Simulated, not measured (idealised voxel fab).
The document below concerns the process module designated voxel ribs on slabs.
The figure presents cross-section cut, which has a width of 215 nm and is divided into square cells with an edge length of 5 nm.
Square cells in a grid make up a cross-section in this document, and the grid is given as bands, listed from the top down, each one or more rows of cells.
First you get the band's top height and its bottom height, in nm, and then the materials it's made of, left to right, with each width in nm. If you see a single material with "all across", that one covers the band edge to edge. "blank" is empty space.
Counting heights begins at 0, where everything beneath is, in the wafer as received, one material. The lowest band has no bottom; it goes on downwards, as "top 0, no bottom" shows.
Width spec "30..40" -> top row of cells at first value, bottom row at second value, equal per-row change in between.
Step marked "remained unchanged"? Then no cell in the cross-section changed in it.
"Trapped cavities" - sealed voids, min. 8 cells, no opening to top; format: width x height at distance (distance from left edge; nm throughout).
Whatever follows a step's settings on its line is a remark the simulator itself makes about that step.
For masked steps, "overlay nm" on the step line gives how far right of plan the mask actually lay; a minus sign means it lay to the left.
## Listed below are the process steps as planned
| 1 | RECEIVE with material Si |
| 2 | DIRECTIONAL_DEP with material SiO2, thk nm 30 |
| 3 | DIRECTIONAL_DEP with material polySi, thk nm 25 |
| 4 | DIRECTIONAL_DEP with material aC, thk nm 15 |
| 5 | PATTERN with tone cover, mask id RIB, material resist, width nm 15, thk nm 35, overlay nm 0 |
| 6 | DIRECTIONAL_ETCH with etch materials aC, depth nm 15 |
| 7 | STRIP with etch materials resist |
| 8 | DIRECTIONAL_ETCH with etch materials polySi, depth nm 20 |
| 9 | STRIP with etch materials aC |
| 10 | DIRECTIONAL_DEP with material aC, thk nm 10 |
| 11 | PATTERN with tone cover, mask id SLAB, material resist, width nm 55, thk nm 30, overlay nm 0 |
| 12 | DIRECTIONAL_ETCH with etch materials aC, depth nm 10 |
| 13 | STRIP with etch materials resist |
| 14 | DIRECTIONAL_ETCH with etch materials polySi, depth nm 5 |
| 15 | STRIP with etch materials aC |
| 16 | FILL_DEP with material SiO2, thk nm 25 |
| 17 | CMP with height nm 70 |
| 18 | DIRECTIONAL_DEP with material W, thk nm 5 |
| 19 | MASKED_ETCH with tone cover, mask id HEATER, width nm 25, etch materials W, depth nm 5, overlay nm 0 |
| 20 | CONFORMAL_DEP with material SiN, thk nm 5 |
## First of two wafers - as planned
## Incoming wafer in cross-section (state: after step 1)
> top 0, no bottom: Si all across
> Trapped cavities: none
## After step 2, in cross-section
> top 30, bottom 0: SiO2 all across
> Heights below 0 show no change.
## After step 3, in cross-section
> top 55, bottom 30: polySi all across
> Heights below 30 show no change.
## After step 4, in cross-section
> top 70, bottom 55: aC all across
> Heights below 55 show no change.
## After step 5, in cross-section
> top 105, bottom 70: 100 of blank, then 15 of resist, then 100 of blank
> Heights below 70 show no change.
## After step 6, in cross-section
> top 90, bottom 70: 100 of blank, then 15 of resist, then 100 of blank
> top 70, bottom 55: 100 of blank, then 15 of aC, then 100 of blank
> Heights below 55 show no change.
## After step 7, in cross-section
> top 70, bottom 55: 100 of blank, then 15 of aC, then 100 of blank
> Heights below 55 show no change.
## After step 8, in cross-section
> top 70, bottom 55: 100 of blank, then 15 of aC, then 100 of blank
> top 55, bottom 35: 100 of blank, then 15 of polySi, then 100 of blank
> Heights below 35 show no change.
## After step 9, in cross-section
> top 55, bottom 35: 100 of blank, then 15 of polySi, then 100 of blank
> Heights below 35 show no change.
## After step 10, in cross-section
> top 65, bottom 55: 100 of blank, then 15 of aC, then 100 of blank
> top 55, bottom 45: 100 of blank, then 15 of polySi, then 100 of blank
> top 45, bottom 35: 100 of aC, then 15 of polySi, then 100 of aC
> Heights below 35 show no change.
## After step 11, in cross-section
> top 95, bottom 65: 80 of blank, then 55 of resist, then 80 of blank
> top 65, bottom 55: 80 of blank, then 20 of resist, then 15 of aC, then 20 of resist, then 80 of blank
> top 55, bottom 45: 80 of blank, then 20 of resist, then 15 of polySi, then 20 of resist, then 80 of blank
> Heights below 45 show no change.
## After step 12, in cross-section
> top 85, bottom 65: 80 of blank, then 55 of resist, then 80 of blank
> top 65, bottom 55: 80 of blank, then 20 of resist, then 15 of aC, then 20 of resist, then 80 of blank
> top 55, bottom 45: 80 of blank, then 20 of resist, then 15 of polySi, then 20 of resist, then 80 of blank
> top 45, bottom 35: 80 of blank, then 20 of aC, then 15 of polySi, then 20 of aC, then 80 of blank
> Heights below 35 show no change.
## After step 13, in cross-section
> top 65, bottom 55: 100 of blank, then 15 of aC, then 100 of blank
> top 55, bottom 45: 100 of blank, then 15 of polySi, then 100 of blank
> Heights below 45 show no change.
## After step 14, in cross-section
> top 65, bottom 55: 100 of blank, then 15 of aC, then 100 of blank
> top 55, bottom 45: 100 of blank, then 15 of polySi, then 100 of blank
> top 45, bottom 35: 80 of blank, then 20 of aC, then 15 of polySi, then 20 of aC, then 80 of blank
> top 35, bottom 30: 80 of blank, then 55 of polySi, then 80 of blank
> Heights below 30 show no change.
## After step 15, in cross-section
> top 55, bottom 35: 100 of blank, then 15 of polySi, then 100 of blank
> Heights below 35 show no change.
## After step 16, in cross-section
> top 80, bottom 55: SiO2 all across
> top 55, bottom 35: 100 of SiO2, then 15 of polySi, then 100 of SiO2
> top 35, bottom 30: 80 of SiO2, then 55 of polySi, then 80 of SiO2
> Heights below 30 show no change.
## After step 17, in cross-section
> top 70, bottom 55: SiO2 all across
> Heights below 55 show no change.
## After step 18, in cross-section
> top 75, bottom 70: W all across
> Heights below 70 show no change.
## After step 19, in cross-section
> top 75, bottom 70: 95 of blank, then 25 of W, then 95 of blank
> Heights below 70 show no change.
## After step 20, in cross-section
> top 80, bottom 75: 90 of blank, then 35 of SiN, then 90 of blank
> top 75, bottom 70: 95 of SiN, then 25 of W, then 95 of SiN
> Heights below 70 show no change.
## It is to be noted that the second wafer proceeded from the same initial state and according to the same plan as the first, although one mistake was committed in its execution; through step 1, inclusive, the two wafers share an identical history
## Cross-section, second wafer, at the end time the plan gives for step 2
> top 25, bottom 0: polySi all across
> Heights below 0 show no change.
## Cross-section, second wafer, at the end time the plan gives for step 3
> top 55, bottom 25: SiO2 all across
> Heights below 25 show no change.
## Cross-section, second wafer, at the end time the plan gives for step 4
> top 70, bottom 55: aC all across
> Heights below 55 show no change.
## Cross-section, second wafer, at the end time the plan gives for step 5
> top 105, bottom 70: 100 of blank, then 15 of resist, then 100 of blank
> Heights below 70 show no change.
## Cross-section, second wafer, at the end time the plan gives for step 6
> top 90, bottom 70: 100 of blank, then 15 of resist, then 100 of blank
> top 70, bottom 55: 100 of blank, then 15 of aC, then 100 of blank
> Heights below 55 show no change.
## Cross-section, second wafer, at the end time the plan gives for step 7
> top 70, bottom 55: 100 of blank, then 15 of aC, then 100 of blank
> Heights below 55 show no change.
Cross-section, second wafer, at the end time the plan gives for step 8: remained unchanged
## Cross-section, second wafer, at the end time the plan gives for step 9
> top 55, bottom 25: SiO2 all across
> Heights below 25 show no change.
## Cross-section, second wafer, at the end time the plan gives for step 10
> top 65, bottom 55: aC all across
> Heights below 55 show no change.
## Cross-section, second wafer, at the end time the plan gives for step 11
> top 95, bottom 65: 80 of blank, then 55 of resist, then 80 of blank
> Heights below 65 show no change.
## Cross-section, second wafer, at the end time the plan gives for step 12
> top 85, bottom 65: 80 of blank, then 55 of resist, then 80 of blank
> top 65, bottom 55: 80 of blank, then 55 of aC, then 80 of blank
> Heights below 55 show no change.
## Cross-section, second wafer, at the end time the plan gives for step 13
> top 65, bottom 55: 80 of blank, then 55 of aC, then 80 of blank
> Heights below 55 show no change.
Cross-section, second wafer, at the end time the plan gives for step 14: remained unchanged
## Cross-section, second wafer, at the end time the plan gives for step 15
> top 55, bottom 25: SiO2 all across
> Heights below 25 show no change.
## Cross-section, second wafer, at the end time the plan gives for step 16
> top 80, bottom 25: SiO2 all across
> Heights below 25 show no change.
## Cross-section, second wafer, at the end time the plan gives for step 17
> top 70, bottom 25: SiO2 all across
> Heights below 25 show no change.
## Cross-section, second wafer, at the end time the plan gives for step 18
> top 75, bottom 70: W all across
> Heights below 70 show no change.
## Cross-section, second wafer, at the end time the plan gives for step 19
> top 75, bottom 70: 95 of blank, then 25 of W, then 95 of blank
> Heights below 70 show no change.
## Cross-section, second wafer, at the end time the plan gives for step 20
> top 80, bottom 75: 90 of blank, then 35 of SiN, then 90 of blank
> top 75, bottom 70: 95 of SiN, then 25 of W, then 95 of SiN
> Heights below 70 show no change.
Deviation from plan: plan vs actual: 2 and 3 interchanged
Final wafer comparison in cells, second versus first, more or fewer per material: -192 SiO2 | +192 polySi
